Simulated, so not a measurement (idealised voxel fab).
The name of this process module is voxel released beams.
Cross-sectional view cut (width: 220 nm; square cell size: 5 nm).
Cross-section spec: square-cell grid; bands listed top down; each band is one or more rows. It is stipulated that each band's entry specify, in nanometres, the height of the top of the band and then that of its bottom, followed by the materials of the band in left-to-right sequence, each together with its width in nanometres. A single material marked by the word "full width" is understood to fill the band from edge to edge; the word "blank" is understood to denote empty space. We count height from 0. Below that, the starting wafer is all one material. The lowest band never ends at the bottom but goes on down; see "0 -> down" for how that is written. A width given as "30 to 40" starts at the first number in the band's top row and ends at the second number in its bottom row, shifting by an equal amount at every step from row to row. The cross-section has no changed cell in any step marked "no alteration". You'll see "Internal closed voids" listing empty spaces that have no way open to the top, as long as they're 8 cells or more; the notation is width x height at distance, where the distance is from the left edge, and all of it is in nm. Step line, after settings: the simulator's comment on this step. If you see "overlay nm" on a step's line and that step has a mask, it's telling you how far right of where it was planned the mask ended up; a negative number means it went left instead.
The planned process steps are enumerated hereunder:
| 1 | RECEIVE with material Si |
| 2 | CONFORMAL_DEP with material Al2O3, thk nm 10 |
| 3 | DIRECTIONAL_DEP with material SiO2, thk nm 10 |
| 4 | DIRECTIONAL_DEP with material aC, thk nm 15 |
| 5 | PATTERN with tone open, mask id ANCHOR, material resist, width nm 35, thk nm 30, overlay nm -15 |
| 6 | DIRECTIONAL_ETCH with etch materials aC, depth nm 15 |
| 7 | STRIP with etch materials resist |
| 8 | DIRECTIONAL_ETCH with etch materials SiO2, depth nm 10 |
| 9 | STRIP with etch materials aC |
| 10 | CONFORMAL_DEP with material W, thk nm 10 |
| 11 | MASKED_ETCH with tone cover, mask id BEAM, width nm 110, etch materials W, depth nm 10, overlay nm 0 |
| 12 | STRIP with etch materials SiO2 |
The plan shows the overlay nm of step 5 as the first wafer had it; this setting differs between the wafers, which start out alike.
Sectional view: first of several wafers, as received, after step 1:
	0 -> down | Si full width
	Internal closed voids: none
End of module: cross-section of the first of several wafers after step 12, the last step:
	30 -> 20 | 65 of blank; 95 of W; 60 of blank
	20 -> 10 | 40 of blank; 35 of W; 145 of blank
	10 -> 0 | Al2O3 full width
	0 -> down | Si full width
	Internal closed voids: none
The module's end: a cross-section of the last wafer:
	30 -> 20 | 50 of blank; 30 of W; 15 of blank; 65 of W; 60 of blank
	20 -> 10 | 70 of blank; 35 of W; 115 of blank
	10 -> 0 | Al2O3 full width
	0 -> down | Si full width
	Internal closed voids: none
Per wafer, end of module: cells gained (+) or lost (-) per material since receipt, then closed voids:
overlay nm -15; +88 Al2O3; +52 W; Internal closed voids: none
overlay nm -10; +88 Al2O3; +52 W; Internal closed voids: none
overlay nm -5; +88 Al2O3; +52 W; Internal closed voids: none
overlay nm 0; +88 Al2O3; +52 W; Internal closed voids: none
overlay nm 5; +88 Al2O3; +52 W; Internal closed voids: none
overlay nm 10; +88 Al2O3; +52 W; Internal closed voids: none
overlay nm 15; +88 Al2O3; +52 W; Internal closed voids: none
